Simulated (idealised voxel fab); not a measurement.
The name of this process module is voxel ribs on slabs.
Section shown: cut. Width: 300 nm. Cell size: 5 nm, square.
In this document a cross-section is written as a grid of square cells. It is given as a series of bands, listed from the top down, and a band is one or more rows of cells. Within each band entry, the heights of the top and of the bottom of the band appear first, in that order and in nm; the materials of the band then follow from left to right, each with its corresponding width in nm. The designation "everywhere" on a single material indicates that it fills the band from edge to edge; the designation "blank" indicates empty space. For the purposes of this specification, 0 denotes the height below which the wafer in its as-received condition is composed wholly of one material, and the lowermost band, lacking a lower limit, extends downward without end, as expressed in "top 0, no bottom". A width such as "30->40" changes by the same amount from each row of cells to the next, from the band's top row to its bottom row. "stayed the same" for a step: no cell of the cross-section changed in that step. If an empty space has no open way to the top and is at least 8 cells in size, "Closed void inventory" lists it, written width x height at distance, where distance is measured from the left edge and every value is in nm. Heads up: the bit after the settings on a step's line is the simulator's remark on that step. overlay nm: how far to the right of its planned place the mask lay on this masked step (negative: to the left).
Planned step list for the process:
1. RECEIVE,material Si
2. DIRECTIONAL_DEP,material SiO2,thk nm 20
3. DIRECTIONAL_DEP,material SiN,thk nm 25
4. DIRECTIONAL_DEP,material aC,thk nm 15
5. PATTERN,tone cover,mask id RIB,material resist,width nm 15,thk nm 30,overlay nm 0
6. DIRECTIONAL_ETCH,etch materials aC,depth nm 15
7. STRIP,etch materials resist
8. DIRECTIONAL_ETCH,etch materials SiN,depth nm 10
9. STRIP,etch materials aC
10. DIRECTIONAL_DEP,material aC,thk nm 10
11. PATTERN,tone cover,mask id SLAB,material resist,width nm 55,thk nm 30,overlay nm 0
12. DIRECTIONAL_ETCH,etch materials aC,depth nm 10
13. STRIP,etch materials resist
14. DIRECTIONAL_ETCH,etch materials SiN,depth nm 15
15. STRIP,etch materials aC
16. FILL_DEP,material SiO2,thk nm 20
17. CMP,height nm 55
18. DIRECTIONAL_DEP,material W,thk nm 5
19. DIRECTIONAL_DEP,material aC,thk nm 10
20. PATTERN,tone cover,mask id HEATER,material resist,width nm 25,thk nm 30,overlay nm 0
21. DIRECTIONAL_ETCH,etch materials aC,depth nm 10
22. STRIP,etch materials resist
23. DIRECTIONAL_ETCH,etch materials W,depth nm 5
24. STRIP,etch materials aC
25. CONFORMAL_DEP,material SiO2,thk nm 10
First of two wafers, with the run carried out as planned:
Step 1 complete: cross-section of the wafer as received:
* top 0, no bottom  Si everywhere
* Closed void inventory: none
Upon completion of step 2, the wafer appears in cross-section as shown:
* top 20, bottom 0  SiO2 everywhere
* Everything below 0 is unchanged.
Upon completion of step 3, the wafer appears in cross-section as shown:
* top 45, bottom 20  SiN everywhere
* Everything below 20 is unchanged.
Upon completion of step 4, the wafer appears in cross-section as shown:
* top 60, bottom 45  aC everywhere
* Everything below 45 is unchanged.
Upon completion of step 5, the wafer appears in cross-section as shown:
* top 90, bottom 60  blank 140  resist 15  blank 145
* Everything below 60 is unchanged.
Upon completion of step 6, the wafer appears in cross-section as shown:
* top 75, bottom 60  blank 140  resist 15  blank 145
* top 60, bottom 45  blank 140  aC 15  blank 145
* Everything below 45 is unchanged.
Upon completion of step 7, the wafer appears in cross-section as shown:
* top 60, bottom 45  blank 140  aC 15  blank 145
* Everything below 45 is unchanged.
Upon completion of step 8, the wafer appears in cross-section as shown:
* top 60, bottom 45  blank 140  aC 15  blank 145
* top 45, bottom 35  blank 140  SiN 15  blank 145
* Everything below 35 is unchanged.
Upon completion of step 9, the wafer appears in cross-section as shown:
* top 45, bottom 35  blank 140  SiN 15  blank 145
* Everything below 35 is unchanged.
Upon completion of step 10, the wafer appears in cross-section as shown:
* top 55, bottom 45  blank 140  aC 15  blank 145
* top 45, bottom 35  aC 140  SiN 15  aC 145
* Everything below 35 is unchanged.
Upon completion of step 11, the wafer appears in cross-section as shown:
* top 85, bottom 55  blank 120  resist 55  blank 125
* top 55, bottom 45  blank 120  resist 20  aC 15  resist 20  blank 125
* Everything below 45 is unchanged.
Upon completion of step 12, the wafer appears in cross-section as shown:
* top 75, bottom 55  blank 120  resist 55  blank 125
* top 55, bottom 45  blank 120  resist 20  aC 15  resist 20  blank 125
* top 45, bottom 35  blank 120  aC 20  SiN 15  aC 20  blank 125
* Everything below 35 is unchanged.
Upon completion of step 13, the wafer appears in cross-section as shown:
* top 55, bottom 45  blank 140  aC 15  blank 145
* Everything below 45 is unchanged.
Upon completion of step 14, the wafer appears in cross-section as shown:
* top 55, bottom 45  blank 140  aC 15  blank 145
* top 45, bottom 35  blank 120  aC 20  SiN 15  aC 20  blank 125
* top 35, bottom 20  blank 120  SiN 55  blank 125
* Everything below 20 is unchanged.
Upon completion of step 15, the wafer appears in cross-section as shown:
* top 45, bottom 35  blank 140  SiN 15  blank 145
* Everything below 35 is unchanged.
Upon completion of step 16, the wafer appears in cross-section as shown:
* top 65, bottom 45  SiO2 everywhere
* top 45, bottom 35  SiO2 140  SiN 15  SiO2 145
* top 35, bottom 20  SiO2 120  SiN 55  SiO2 125
* Everything below 20 is unchanged.
Upon completion of step 17, the wafer appears in cross-section as shown:
* top 55, bottom 45  SiO2 everywhere
* Everything below 45 is unchanged.
Upon completion of step 18, the wafer appears in cross-section as shown:
* top 60, bottom 55  W everywhere
* Everything below 55 is unchanged.
Upon completion of step 19, the wafer appears in cross-section as shown:
* top 70, bottom 60  aC everywhere
* Everything below 60 is unchanged.
Upon completion of step 20, the wafer appears in cross-section as shown:
* top 100, bottom 70  blank 135  resist 25  blank 140
* Everything below 70 is unchanged.
Upon completion of step 21, the wafer appears in cross-section as shown:
* top 90, bottom 70  blank 135  resist 25  blank 140
* top 70, bottom 60  blank 135  aC 25  blank 140
* Everything below 60 is unchanged.
Upon completion of step 22, the wafer appears in cross-section as shown:
* top 70, bottom 60  blank 135  aC 25  blank 140
* Everything below 60 is unchanged.
Upon completion of step 23, the wafer appears in cross-section as shown:
* top 70, bottom 60  blank 135  aC 25  blank 140
* top 60, bottom 55  blank 135  W 25  blank 140
* Everything below 55 is unchanged.
Upon completion of step 24, the wafer appears in cross-section as shown:
* top 60, bottom 55  blank 135  W 25  blank 140
* Everything below 55 is unchanged.
Upon completion of step 25, the wafer appears in cross-section as shown:
* top 70, bottom 65  blank 125  SiO2 45  blank 130
* top 65, bottom 60  SiO2 everywhere
* top 60, bottom 55  SiO2 135  W 25  SiO2 140
* Everything below 55 is unchanged.
Notes, second wafer: start = first wafer's, plan = first wafer's, execution had one mistake; history identical to first through step 3:
The second wafer cut through, at the time step 4 was supposed to be finished:
* top 60, bottom 20  SiN everywhere
* Everything below 20 is unchanged.
The second wafer cut through, at the time step 5 was supposed to be finished:
* top 90, bottom 60  blank 140  resist 15  blank 145
* Everything below 60 is unchanged.
The second wafer cut through, at the time step 6 was supposed to be finished:
* top 75, bottom 60  blank 140  resist 15  blank 145
* Everything below 60 is unchanged.
The second wafer cut through, at the time step 7 was supposed to be finished:
* top 60, bottom 20  SiN everywhere
* Everything below 20 is unchanged.
The second wafer cut through, at the time step 8 was supposed to be finished:
* top 50, bottom 20  SiN everywhere
* Everything below 20 is unchanged.
The second wafer cut through, at the time step 9 was supposed to be finished: stayed the same
The second wafer cut through, at the time step 10 was supposed to be finished:
* top 60, bottom 50  aC everywhere
* Everything below 50 is unchanged.
The second wafer cut through, at the time step 11 was supposed to be finished:
* top 90, bottom 60  blank 120  resist 55  blank 125
* Everything below 60 is unchanged.
The second wafer cut through, at the time step 12 was supposed to be finished:
* top 80, bottom 60  blank 120  resist 55  blank 125
* top 60, bottom 50  blank 120  aC 55  blank 125
* Everything below 50 is unchanged.
The second wafer cut through, at the time step 13 was supposed to be finished:
* top 60, bottom 50  blank 120  aC 55  blank 125
* Everything below 50 is unchanged.
The second wafer cut through, at the time step 14 was supposed to be finished:
* top 60, bottom 50  blank 120  aC 55  blank 125
* top 50, bottom 35  blank 120  SiN 55  blank 125
* Everything below 35 is unchanged.
The second wafer cut through, at the time step 15 was supposed to be finished:
* top 50, bottom 35  blank 120  SiN 55  blank 125
* Everything below 35 is unchanged.
The second wafer cut through, at the time step 16 was supposed to be finished:
* top 70, bottom 50  SiO2 everywhere
* top 50, bottom 35  SiO2 120  SiN 55  SiO2 125
* Everything below 35 is unchanged.
The second wafer cut through, at the time step 17 was supposed to be finished:
* top 55, bottom 50  SiO2 everywhere
* Everything below 50 is unchanged.
The second wafer cut through, at the time step 18 was supposed to be finished:
* top 60, bottom 55  W everywhere
* Everything below 55 is unchanged.
The second wafer cut through, at the time step 19 was supposed to be finished:
* top 70, bottom 60  aC everywhere
* Everything below 60 is unchanged.
The second wafer cut through, at the time step 20 was supposed to be finished:
* top 100, bottom 70  blank 135  resist 25  blank 140
* Everything below 70 is unchanged.
The second wafer cut through, at the time step 21 was supposed to be finished:
* top 90, bottom 70  blank 135  resist 25  blank 140
* top 70, bottom 60  blank 135  aC 25  blank 140
* Everything below 60 is unchanged.
The second wafer cut through, at the time step 22 was supposed to be finished:
* top 70, bottom 60  blank 135  aC 25  blank 140
* Everything below 60 is unchanged.
The second wafer cut through, at the time step 23 was supposed to be finished:
* top 70, bottom 60  blank 135  aC 25  blank 140
* top 60, bottom 55  blank 135  W 25  blank 140
* Everything below 55 is unchanged.
The second wafer cut through, at the time step 24 was supposed to be finished:
* top 60, bottom 55  blank 135  W 25  blank 140
* Everything below 55 is unchanged.
The second wafer cut through, at the time step 25 was supposed to be finished:
* top 70, bottom 65  blank 125  SiO2 45  blank 130
* top 65, bottom 60  SiO2 everywhere
* top 60, bottom 55  SiO2 135  W 25  SiO2 140
* Everything below 55 is unchanged.
Which mistake was made when the wafer was run? planned and actual differ for step 4; actual: DIRECTIONAL_DEP,material SiN,thk nm 15
Final wafer comparison in cells, second versus first, more or fewer per material: 174 more of SiN, 174 fewer of SiO2
